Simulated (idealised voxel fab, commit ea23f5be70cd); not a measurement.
Name of the process module below: voxel self aligned vias
FYI the section here is cut, 300 nm wide, cells are 5 nm squares.
Throughout this document, each cross-section is represented as a grid of square cells and is presented as a sequence of bands enumerated from the top downward, where a band comprises one or more rows of cells. Look at the band entry: it leads with the top's height and the bottom's height in nm. Then it lists the materials left to right, with a width in nm for each. The word "throughout" on a single material says that material fills the band edge to edge. The word "empty" is empty space. Note: height 0 marks the level under which the wafer is uniformly one material as received. Lowest band unbounded below, written "0 -> down". The width entry "30 to 40" should be interpreted row by row: the top row of cells in the band takes the first number, the bottom row takes the second number, and the change between adjacent rows is uniform throughout. Step note "nothing altered" = no cross-section cell changed. Enclosed voids (no open way to top), threshold 8 cells or more, entry "Sealed void inventory", notation width x height at distance, distance from left edge, nm. Post-settings text on a step line: simulator's own remark regarding the step. overlay nm: for a step with a mask, the amount by which the mask lay right of where it was planned; a negative amount means left of it.
[Set out below are the planned steps of the process]
step 1: RECEIVE,material Si
step 2: CONFORMAL_DEP,material SiO2,thk nm 10
step 3: CONFORMAL_DEP,material SiCN,thk nm 5
step 4: DIRECTIONAL_DEP,material SiO2,thk nm 20
step 5: MASKED_ETCH,tone open,mask id LINES,width nm 30,pitch nm 70,etch materials SiO2,depth nm 20,overlay nm 0
step 6: CONFORMAL_DEP,material TiN,thk nm 5
step 7: FILL_DEP,material Ru,thk nm 10
step 8: CMP,height nm 35
step 9: SELECTIVE_ETCH,etch materials W Ru TiN,depth nm 5
step 10: FILL_DEP,material SiN,thk nm 10
step 11: CMP,height nm 35
step 12: DIRECTIONAL_DEP,material SiO2,thk nm 15
step 13: MASKED_ETCH,tone open,mask id VIAS,width nm 50,etch materials SiO2,depth nm 15,overlay nm 0
step 14: MASKED_ETCH,tone open,mask id VIAS,width nm 50,etch materials SiN,depth nm 5,overlay nm 0
step 15: CONFORMAL_DEP,material TiN,thk nm 5
step 16: FILL_DEP,material W,thk nm 5
step 17: CMP,height nm 50
step 18: CONFORMAL_DEP,material SiCN,thk nm 5
[First out of two wafers; run went to plan]
[Cross-section of the wafer upon arrival, representing the state reached after step 1]
> 0 -> down = Si throughout
> Sealed void inventory: none
[Cross-section of the wafer subsequent to step 2]
> 10 -> 0 = SiO2 throughout
> Heights below 0 show no change.
[Cross-section of the wafer subsequent to step 3]
> 15 -> 10 = SiCN throughout
> Heights below 10 show no change.
[Cross-section of the wafer subsequent to step 4]
> 35 -> 15 = SiO2 throughout
> Heights below 15 show no change.
[Cross-section of the wafer subsequent to step 5]
> 35 -> 15 = 100 of SiO2 | 30 of empty | 40 of SiO2 | 30 of empty | 100 of SiO2
> Heights below 15 show no change.
[Cross-section of the wafer subsequent to step 6]
> 40 -> 35 = 105 of TiN | 20 of empty | 50 of TiN | 20 of empty | 105 of TiN
> 35 -> 20 = 100 of SiO2 | 5 of TiN | 20 of empty | 5 of TiN | 40 of SiO2 | 5 of TiN | 20 of empty | 5 of TiN | 100 of SiO2
> 20 -> 15 = 100 of SiO2 | 30 of TiN | 40 of SiO2 | 30 of TiN | 100 of SiO2
> Heights below 15 show no change.
[Cross-section of the wafer subsequent to step 7]
> 50 -> 40 = Ru throughout
> 40 -> 35 = 105 of TiN | 20 of Ru | 50 of TiN | 20 of Ru | 105 of TiN
> 35 -> 20 = 100 of SiO2 | 5 of TiN | 20 of Ru | 5 of TiN | 40 of SiO2 | 5 of TiN | 20 of Ru | 5 of TiN | 100 of SiO2
> Heights below 20 show no change.
[Cross-section of the wafer subsequent to step 8]
> 35 -> 20 = 100 of SiO2 | 5 of TiN | 20 of Ru | 5 of TiN | 40 of SiO2 | 5 of TiN | 20 of Ru | 5 of TiN | 100 of SiO2
> Heights below 20 show no change.
[Cross-section of the wafer subsequent to step 9]
> 35 -> 30 = 100 of SiO2 | 30 of empty | 40 of SiO2 | 30 of empty | 100 of SiO2
> Heights below 30 show no change.
[Cross-section of the wafer subsequent to step 10]
> 45 -> 35 = SiN throughout
> 35 -> 30 = 100 of SiO2 | 30 of SiN | 40 of SiO2 | 30 of SiN | 100 of SiO2
> Heights below 30 show no change.
[Cross-section of the wafer subsequent to step 11]
> 35 -> 30 = 100 of SiO2 | 30 of SiN | 40 of SiO2 | 30 of SiN | 100 of SiO2
> Heights below 30 show no change.
[Cross-section of the wafer subsequent to step 12]
> 50 -> 35 = SiO2 throughout
> Heights below 35 show no change.
[Cross-section of the wafer subsequent to step 13]
> 50 -> 35 = 90 of SiO2 | 50 of empty | 160 of SiO2
> Heights below 35 show no change.
[Cross-section of the wafer subsequent to step 14]
> 50 -> 35 = 90 of SiO2 | 50 of empty | 160 of SiO2
> 35 -> 30 = 100 of SiO2 | 30 of empty | 40 of SiO2 | 30 of SiN | 100 of SiO2
> Heights below 30 show no change.
[Cross-section of the wafer subsequent to step 15]
> 55 -> 50 = 95 of TiN | 40 of empty | 165 of TiN
> 50 -> 40 = 90 of SiO2 | 5 of TiN | 40 of empty | 5 of TiN | 160 of SiO2
> 40 -> 35 = 90 of SiO2 | 15 of TiN | 20 of empty | 15 of TiN | 160 of SiO2
> 35 -> 30 = 100 of SiO2 | 30 of TiN | 40 of SiO2 | 30 of SiN | 100 of SiO2
> Heights below 30 show no change.
[Cross-section of the wafer subsequent to step 16]
> 60 -> 55 = W throughout
> 55 -> 50 = 95 of TiN | 40 of W | 165 of TiN
> 50 -> 40 = 90 of SiO2 | 5 of TiN | 40 of W | 5 of TiN | 160 of SiO2
> 40 -> 35 = 90 of SiO2 | 15 of TiN | 20 of W | 15 of TiN | 160 of SiO2
> Heights below 35 show no change.
[Cross-section of the wafer subsequent to step 17]
> 50 -> 40 = 90 of SiO2 | 5 of TiN | 40 of W | 5 of TiN | 160 of SiO2
> Heights below 40 show no change.
[Cross-section of the wafer subsequent to step 18]
> 55 -> 50 = SiCN throughout
> Heights below 50 show no change.
[Second wafer. Start and plan as for the first. One mistake made in running. Agrees with the first up to and including step 2]
At the planned end of step 3, the second wafer in cross-section: nothing altered
[At the planned end of step 4, the second wafer in cross-section]
> 30 -> 0 = SiO2 throughout
> Heights below 0 show no change.
[At the planned end of step 5, the second wafer in cross-section]
> 30 -> 10 = 100 of SiO2 | 30 of empty | 40 of SiO2 | 30 of empty | 100 of SiO2
> Heights below 10 show no change.
[At the planned end of step 6, the second wafer in cross-section]
> 35 -> 30 = 105 of TiN | 20 of empty | 50 of TiN | 20 of empty | 105 of TiN
> 30 -> 15 = 100 of SiO2 | 5 of TiN | 20 of empty | 5 of TiN | 40 of SiO2 | 5 of TiN | 20 of empty | 5 of TiN | 100 of SiO2
> 15 -> 10 = 100 of SiO2 | 30 of TiN | 40 of SiO2 | 30 of TiN | 100 of SiO2
> Heights below 10 show no change.
[At the planned end of step 7, the second wafer in cross-section]
> 45 -> 35 = Ru throughout
> 35 -> 30 = 105 of TiN | 20 of Ru | 50 of TiN | 20 of Ru | 105 of TiN
> 30 -> 15 = 100 of SiO2 | 5 of TiN | 20 of Ru | 5 of TiN | 40 of SiO2 | 5 of TiN | 20 of Ru | 5 of TiN | 100 of SiO2
> Heights below 15 show no change.
[At the planned end of step 8, the second wafer in cross-section]
> 35 -> 30 = 105 of TiN | 20 of Ru | 50 of TiN | 20 of Ru | 105 of TiN
> Heights below 30 show no change.
[At the planned end of step 9, the second wafer in cross-section]
> 30 -> 15 = 100 of SiO2 | 5 of TiN | 20 of Ru | 5 of TiN | 40 of SiO2 | 5 of TiN | 20 of Ru | 5 of TiN | 100 of SiO2
> Heights below 15 show no change.
[At the planned end of step 10, the second wafer in cross-section]
> 40 -> 30 = SiN throughout
> Heights below 30 show no change.
[At the planned end of step 11, the second wafer in cross-section]
> 35 -> 30 = SiN throughout
> Heights below 30 show no change.
[At the planned end of step 12, the second wafer in cross-section]
> 50 -> 35 = SiO2 throughout
> Heights below 35 show no change.
[At the planned end of step 13, the second wafer in cross-section]
> 50 -> 35 = 90 of SiO2 | 50 of empty | 160 of SiO2
> Heights below 35 show no change.
[At the planned end of step 14, the second wafer in cross-section]
> 50 -> 35 = 90 of SiO2 | 50 of empty | 160 of SiO2
> 35 -> 30 = 90 of SiN | 50 of empty | 160 of SiN
> Heights below 30 show no change.
[At the planned end of step 15, the second wafer in cross-section]
> 55 -> 50 = 95 of TiN | 40 of empty | 165 of TiN
> 50 -> 35 = 90 of SiO2 | 5 of TiN | 40 of empty | 5 of TiN | 160 of SiO2
> 35 -> 30 = 90 of SiN | 50 of TiN | 160 of SiN
> Heights below 30 show no change.
[At the planned end of step 16, the second wafer in cross-section]
> 60 -> 55 = W throughout
> 55 -> 50 = 95 of TiN | 40 of W | 165 of TiN
> 50 -> 35 = 90 of SiO2 | 5 of TiN | 40 of W | 5 of TiN | 160 of SiO2
> Heights below 35 show no change.
[At the planned end of step 17, the second wafer in cross-section]
> 50 -> 35 = 90 of SiO2 | 5 of TiN | 40 of W | 5 of TiN | 160 of SiO2
> Heights below 35 show no change.
[At the planned end of step 18, the second wafer in cross-section]
> 55 -> 50 = SiCN throughout
> Heights below 50 show no change.
Deviation noted in wafer processing: yeah, step 3 of the plan got skipped, never ran
It is noted that, at the conclusion of processing, the second wafer exhibits a higher or lower cell count for certain materials relative to the first: 8 more of Ru; 60 fewer of SiCN; 44 more of SiN; 4 more of TiN; 4 more of W
